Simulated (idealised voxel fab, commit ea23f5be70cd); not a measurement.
process module | voxel transistor to metal
cross-section cut | 185 nm wide | cells 5 nm
A cross-section is a grid of square cells, given in bands from the top down. A band is one or more rows of cells.
Each band's line starts with the height of the band's top and of its bottom, in nm. Then come its materials from left to right, each with its width in nm. One material with "throughout" fills the band from edge to edge. "air" is empty space.
Height 0 is the level under which the wafer as received is all one material. The lowest band goes on downwards, as in "0 down".
A width such as "30 to 40" changes by the same amount from each row of cells to the next, from the band's top row to its bottom row.
"no change" after a step means that no cell of the cross-section changed.
closed voids: empty space of 8 cells or more with no open way to the top, each as width x height at its distance from the left edge, in nm
after a step's settings: what the simulator itself notes on the step
overlay nm, on a step with a mask: how far to the right of its planned place the mask lay; to the left if negative
plan
1 op RECEIVE | material Si
2 op CONFORMAL_DEP | material SiO2 | thk nm 5
3 op CONFORMAL_DEP | material SiN | thk nm 15
4 op DIRECTIONAL_DEP | material aC | thk nm 15
5 op PATTERN | tone cover | mask id ACTIVE | material resist | width nm 95 | thk nm 30 | overlay nm 0
6 op DIRECTIONAL_ETCH | etch materials aC | depth nm 15
7 op STRIP | etch materials resist
8 op DIRECTIONAL_ETCH | etch materials SiN | depth nm 15
9 op DIRECTIONAL_ETCH | etch materials SiO2 | depth nm 5
10 op DIRECTIONAL_ETCH | etch materials Si | depth nm 35
11 op STRIP | etch materials aC
12 op OXIDIZE | depth nm 5
13 op FILL_DEP | material SiO2 | thk nm 10
14 op CMP | height nm 20
15 op SELECTIVE_ETCH | etch materials SiO2 | depth nm 15
16 op STRIP | etch materials SiN
17 op SELECTIVE_ETCH | etch materials SiO2 | depth nm 5
18 op OXIDIZE | depth nm 5
19 op DIRECTIONAL_DEP | material polySi | thk nm 20
20 op DIRECTIONAL_DEP | material SiCN | thk nm 10
21 op MASKED_ETCH | tone cover | mask id GATE | width nm 25 | etch materials SiCN | depth nm 20 | overlay nm 0
22 op MASKED_ETCH | tone cover | mask id GATE | width nm 25 | etch materials polySi | depth nm 30 | overlay nm 0
23 op CONFORMAL_DEP | material SiN | thk nm 5
24 op DIRECTIONAL_ETCH | etch materials SiN | depth nm 5
25 op DIRECTIONAL_ETCH | etch materials SiO2 | depth nm 5
26 op DIRECTIONAL_ETCH | etch materials Si | depth nm 10
27 op EPI | material SiGe | thk nm 10
28 op FILL_DEP | material SiO2 | thk nm 10
29 op CMP | height nm 20
30 op STRIP | etch materials polySi
31 op SELECTIVE_ETCH | etch materials SiO2 | depth nm 5
32 op CONFORMAL_DEP | material HfO2 | thk nm 5
33 op CONFORMAL_DEP | material TiN | thk nm 5
34 op FILL_DEP | material W | thk nm 10
35 op CMP | height nm 15
36 op DIRECTIONAL_DEP | material SiO2 | thk nm 15
37 op DIRECTIONAL_DEP | material aC | thk nm 15
38 op PATTERN | tone open | mask id CONTACT | material resist | width nm 15 | pitch nm 70 | thk nm 35 | overlay nm 0
39 op DIRECTIONAL_ETCH | etch materials aC | depth nm 15
40 op STRIP | etch materials resist
41 op DIRECTIONAL_ETCH | etch materials SiO2 | depth nm 35
42 op STRIP | etch materials aC
43 op CONFORMAL_DEP | material TiN | thk nm 5
44 op FILL_DEP | material W | thk nm 10
45 op CMP | height nm 30
46 op DIRECTIONAL_DEP | material TiN | thk nm 5
47 op DIRECTIONAL_DEP | material W | thk nm 25
48 op MASKED_ETCH | tone cover | mask id METAL_1 | width nm 15 | pitch nm 70 | etch materials W | depth nm 25 | overlay nm 0
49 op MASKED_ETCH | tone cover | mask id METAL_1 | width nm 15 | pitch nm 70 | etch materials TiN | depth nm 5 | overlay nm 0
50 op CONFORMAL_DEP | material SiN | thk nm 5
51 op FILL_DEP | material SiO2 | thk nm 10
52 op CMP | height nm 60
53 op CONFORMAL_DEP | material SiCN | thk nm 5
as received, after step 1
  0 down: Si throughout
  closed voids: none
first wafer at the end, as planned
  65 to 60: SiCN throughout
  60 to 35: SiO2 45 | SiN 5 | W 15 | SiN 5 | SiO2 45 | SiN 5 | W 15 | SiN 5 | SiO2 45
  35 to 30: SiN 50 | TiN 15 | SiN 55 | TiN 15 | SiN 50
  30 to 15: SiO2 50 | TiN 5 | W 5 | TiN 5 | SiO2 55 | TiN 5 | W 5 | TiN 5 | SiO2 50
  15 to 5: SiO2 50 | TiN 5 | W 5 | TiN 5 | SiO2 10 | SiN 5 | HfO2 5 | TiN 5 | W 5 | TiN 5 | HfO2 5 | SiN 5 | SiO2 10 | TiN 5 | W 5 | TiN 5 | SiO2 50
  5 to 0: SiO2 50 | TiN 5 | W 5 | TiN 5 | SiGe 10 | SiN 5 | HfO2 5 | TiN 15 | HfO2 5 | SiN 5 | SiGe 10 | TiN 5 | W 5 | TiN 5 | SiO2 50
  0 to -5: SiO2 50 | TiN 15 | SiGe 10 | HfO2 35 | SiGe 10 | TiN 15 | SiO2 50
  -5 to -15: SiO2 50 | SiGe 25 | Si 35 | SiGe 25 | SiO2 50
  -15 to -40: SiO2 50 | Si 85 | SiO2 50
  -40 down: Si throughout
  closed voids: none
second wafer at the end: like start, like plan, one mistake
  65 to 60: SiCN throughout
  60 to 35: SiO2 45 | SiN 5 | W 15 | SiN 5 | SiO2 45 | SiN 5 | W 15 | SiN 5 | SiO2 45
  35 to 30: SiN 50 | TiN 15 | SiN 55 | TiN 15 | SiN 50
  30 to 15: SiO2 50 | TiN 5 | W 5 | TiN 5 | SiO2 55 | TiN 5 | W 5 | TiN 5 | SiO2 50
  15 to 5: SiO2 50 | TiN 5 | W 5 | TiN 5 | SiO2 10 | SiN 5 | HfO2 5 | TiN 5 | W 5 | TiN 5 | HfO2 5 | SiN 5 | SiO2 10 | TiN 5 | W 5 | TiN 5 | SiO2 50
  5 to 0: SiO2 50 | TiN 5 | W 5 | TiN 5 | SiGe 10 | SiN 5 | HfO2 5 | TiN 15 | HfO2 5 | SiN 5 | SiGe 10 | TiN 5 | W 5 | TiN 5 | SiO2 50
  0 to -5: SiO2 25 | SiN 5 | SiO2 15 | SiN 5 | TiN 15 | SiGe 10 | HfO2 35 | SiGe 10 | TiN 15 | SiN 5 | SiO2 15 | SiN 5 | SiO2 25
  -5 to -15: SiO2 25 | SiN 5 | SiO2 15 | SiN 5 | SiO2 5 | SiGe 20 | Si 35 | SiGe 20 | SiO2 5 | SiN 5 | SiO2 15 | SiN 5 | SiO2 25
  -15 to -20: SiO2 55 | Si 75 | SiO2 55
  -20 to -40: SiO2 50 | Si 85 | SiO2 50
  -40 down: Si throughout
  closed voids: none
what went wrong: steps 15 and 16 were swapped
at the end the second wafer has, in cells: 2 fewer of Si | 4 fewer of SiGe | 12 more of SiN | 6 fewer of SiO2
